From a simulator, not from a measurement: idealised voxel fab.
Proc. module: voxel trench capacitor
Pictured: cross-section cut, 260 nm wide, on a grid of 5 nm square cells.
The cross-sections in this document take the form of a grid made of square cells. They are written out as bands, in order from top to bottom. Each band consists of one or more rows of cells. Band: top height; bottom height; in nm. Then, left to right: material with width in nm, for each material. "everywhere": a single material spanning edge to edge. "empty": empty space. For the purposes of this specification, 0 denotes the height below which the wafer in its as-received condition is composed wholly of one material, and the lowermost band, lacking a lower limit, extends downward without end, as expressed in "0 nm and below". Graded width ("30..40"): value in top row of band = first number; value in bottom row = second number; row-to-row change constant. Take "no change occurred" at face value: in the step it is given for, the cross-section changed in none of its cells. Voids not open to the top, 8 cells minimum: see "Completely enclosed voids". Written width x height at distance; distance is from the left edge; nm. Anything after a step's settings on that line? It's the simulator's own note about the step. overlay nm: where the mask lay relative to plan, measured to the right, on steps with a mask; negatives go left.
### This section lists the process steps that were planned
1 op RECEIVE | material Si
2 op CONFORMAL_DEP | material SiN | thk nm 5
3 op DIRECTIONAL_DEP | material aC | thk nm 15
4 op PATTERN | tone open | mask id TRENCH | material resist | width nm 25 | pitch nm 45 | thk nm 30 | overlay nm 0
5 op DIRECTIONAL_ETCH | etch materials aC | depth nm 15
6 op STRIP | etch materials resist
7 op DIRECTIONAL_ETCH | etch materials SiN | depth nm 5
8 op DIRECTIONAL_ETCH | etch materials Si | depth nm 35
9 op STRIP | etch materials aC
10 op CONFORMAL_DEP | material Al2O3 | thk nm 5
11 op FILL_DEP | material polySi | thk nm 10
12 op CMP | height nm 5
### Wafer, first of two, run as planned
### Received-state cross-section, reflecting completion of step 1
  0 nm and below: Si everywhere
  Completely enclosed voids: none
### Sectional view: wafer, after step 2
  5 nm to 0 nm: SiN everywhere
  At heights below 0, the structure remains unaltered.
### Sectional view: wafer, after step 3
  20 nm to 5 nm: aC everywhere
  At heights below 5, the structure remains unaltered.
### Sectional view: wafer, after step 4
  50 nm to 20 nm: resist 70, empty 25, resist 20, empty 25, resist 20, empty 25, resist 75
  At heights below 20, the structure remains unaltered.
### Sectional view: wafer, after step 5
  35 nm to 20 nm: resist 70, empty 25, resist 20, empty 25, resist 20, empty 25, resist 75
  20 nm to 5 nm: aC 70, empty 25, aC 20, empty 25, aC 20, empty 25, aC 75
  At heights below 5, the structure remains unaltered.
### Sectional view: wafer, after step 6
  20 nm to 5 nm: aC 70, empty 25, aC 20, empty 25, aC 20, empty 25, aC 75
  At heights below 5, the structure remains unaltered.
### Sectional view: wafer, after step 7
  20 nm to 5 nm: aC 70, empty 25, aC 20, empty 25, aC 20, empty 25, aC 75
  5 nm to 0 nm: SiN 70, empty 25, SiN 20, empty 25, SiN 20, empty 25, SiN 75
  At heights below 0, the structure remains unaltered.
### Sectional view: wafer, after step 8
  20 nm to 5 nm: aC 70, empty 25, aC 20, empty 25, aC 20, empty 25, aC 75
  5 nm to 0 nm: SiN 70, empty 25, SiN 20, empty 25, SiN 20, empty 25, SiN 75
  0 nm to -35 nm: Si 70, empty 25, Si 20, empty 25, Si 20, empty 25, Si 75
  At heights below -35, the structure remains unaltered.
### Sectional view: wafer, after step 9
  5 nm to 0 nm: SiN 70, empty 25, SiN 20, empty 25, SiN 20, empty 25, SiN 75
  At heights below 0, the structure remains unaltered.
### Sectional view: wafer, after step 10
  10 nm to 5 nm: Al2O3 75, empty 15, Al2O3 30, empty 15, Al2O3 30, empty 15, Al2O3 80
  5 nm to 0 nm: SiN 70, Al2O3 5, empty 15, Al2O3 5, SiN 20, Al2O3 5, empty 15, Al2O3 5, SiN 20, Al2O3 5, empty 15, Al2O3 5, SiN 75
  0 nm to -30 nm: Si 70, Al2O3 5, empty 15, Al2O3 5, Si 20, Al2O3 5, empty 15, Al2O3 5, Si 20, Al2O3 5, empty 15, Al2O3 5, Si 75
  -30 nm to -35 nm: Si 70, Al2O3 25, Si 20, Al2O3 25, Si 20, Al2O3 25, Si 75
  At heights below -35, the structure remains unaltered.
### Sectional view: wafer, after step 11
  20 nm to 10 nm: polySi everywhere
  10 nm to 5 nm: Al2O3 75, polySi 15, Al2O3 30, polySi 15, Al2O3 30, polySi 15, Al2O3 80
  5 nm to 0 nm: SiN 70, Al2O3 5, polySi 15, Al2O3 5, SiN 20, Al2O3 5, polySi 15, Al2O3 5, SiN 20, Al2O3 5, polySi 15, Al2O3 5, SiN 75
  0 nm to -30 nm: Si 70, Al2O3 5, polySi 15, Al2O3 5, Si 20, Al2O3 5, polySi 15, Al2O3 5, Si 20, Al2O3 5, polySi 15, Al2O3 5, Si 75
  At heights below -30, the structure remains unaltered.
### Sectional view: wafer, after step 12
  5 nm to 0 nm: SiN 70, Al2O3 5, polySi 15, Al2O3 5, SiN 20, Al2O3 5, polySi 15, Al2O3 5, SiN 20, Al2O3 5, polySi 15, Al2O3 5, SiN 75
  At heights below 0, the structure remains unaltered.
### Second wafer, same starting state and plan as the first, one mistake in the run, identical through step 3
### Cross-section of the second wafer at the time by which step 4 should have been completed according to the plan
  50 nm to 20 nm: resist 80, empty 25, resist 20, empty 25, resist 20, empty 25, resist 65
  At heights below 20, the structure remains unaltered.
### Cross-section of the second wafer at the time by which step 5 should have been completed according to the plan
  35 nm to 20 nm: resist 80, empty 25, resist 20, empty 25, resist 20, empty 25, resist 65
  20 nm to 5 nm: aC 80, empty 25, aC 20, empty 25, aC 20, empty 25, aC 65
  At heights below 5, the structure remains unaltered.
### Cross-section of the second wafer at the time by which step 6 should have been completed according to the plan
  20 nm to 5 nm: aC 80, empty 25, aC 20, empty 25, aC 20, empty 25, aC 65
  At heights below 5, the structure remains unaltered.
### Cross-section of the second wafer at the time by which step 7 should have been completed according to the plan
  20 nm to 5 nm: aC 80, empty 25, aC 20, empty 25, aC 20, empty 25, aC 65
  5 nm to 0 nm: SiN 80, empty 25, SiN 20, empty 25, SiN 20, empty 25, SiN 65
  At heights below 0, the structure remains unaltered.
### Cross-section of the second wafer at the time by which step 8 should have been completed according to the plan
  20 nm to 5 nm: aC 80, empty 25, aC 20, empty 25, aC 20, empty 25, aC 65
  5 nm to 0 nm: SiN 80, empty 25, SiN 20, empty 25, SiN 20, empty 25, SiN 65
  0 nm to -35 nm: Si 80, empty 25, Si 20, empty 25, Si 20, empty 25, Si 65
  At heights below -35, the structure remains unaltered.
### Cross-section of the second wafer at the time by which step 9 should have been completed according to the plan
  5 nm to 0 nm: SiN 80, empty 25, SiN 20, empty 25, SiN 20, empty 25, SiN 65
  At heights below 0, the structure remains unaltered.
### Cross-section of the second wafer at the time by which step 10 should have been completed according to the plan
  10 nm to 5 nm: Al2O3 85, empty 15, Al2O3 30, empty 15, Al2O3 30, empty 15, Al2O3 70
  5 nm to 0 nm: SiN 80, Al2O3 5, empty 15, Al2O3 5, SiN 20, Al2O3 5, empty 15, Al2O3 5, SiN 20, Al2O3 5, empty 15, Al2O3 5, SiN 65
  0 nm to -30 nm: Si 80, Al2O3 5, empty 15, Al2O3 5, Si 20, Al2O3 5, empty 15, Al2O3 5, Si 20, Al2O3 5, empty 15, Al2O3 5, Si 65
  -30 nm to -35 nm: Si 80, Al2O3 25, Si 20, Al2O3 25, Si 20, Al2O3 25, Si 65
  At heights below -35, the structure remains unaltered.
### Cross-section of the second wafer at the time by which step 11 should have been completed according to the plan
  20 nm to 10 nm: polySi everywhere
  10 nm to 5 nm: Al2O3 85, polySi 15, Al2O3 30, polySi 15, Al2O3 30, polySi 15, Al2O3 70
  5 nm to 0 nm: SiN 80, Al2O3 5, polySi 15, Al2O3 5, SiN 20, Al2O3 5, polySi 15, Al2O3 5, SiN 20, Al2O3 5, polySi 15, Al2O3 5, SiN 65
  0 nm to -30 nm: Si 80, Al2O3 5, polySi 15, Al2O3 5, Si 20, Al2O3 5, polySi 15, Al2O3 5, Si 20, Al2O3 5, polySi 15, Al2O3 5, Si 65
  At heights below -30, the structure remains unaltered.
### Cross-section of the second wafer at the time by which step 12 should have been completed according to the plan
  5 nm to 0 nm: SiN 80, Al2O3 5, polySi 15, Al2O3 5, SiN 20, Al2O3 5, polySi 15, Al2O3 5, SiN 20, Al2O3 5, polySi 15, Al2O3 5, SiN 65
  At heights below 0, the structure remains unaltered.
Finding, execution versus plan: step 4 off recipe, ran as op PATTERN | tone open | mask id TRENCH | material resist | width nm 25 | pitch nm 45 | thk nm 30 | overlay nm 10
The two final wafers agree on how many cells each material fills and disagree on which cells those are.
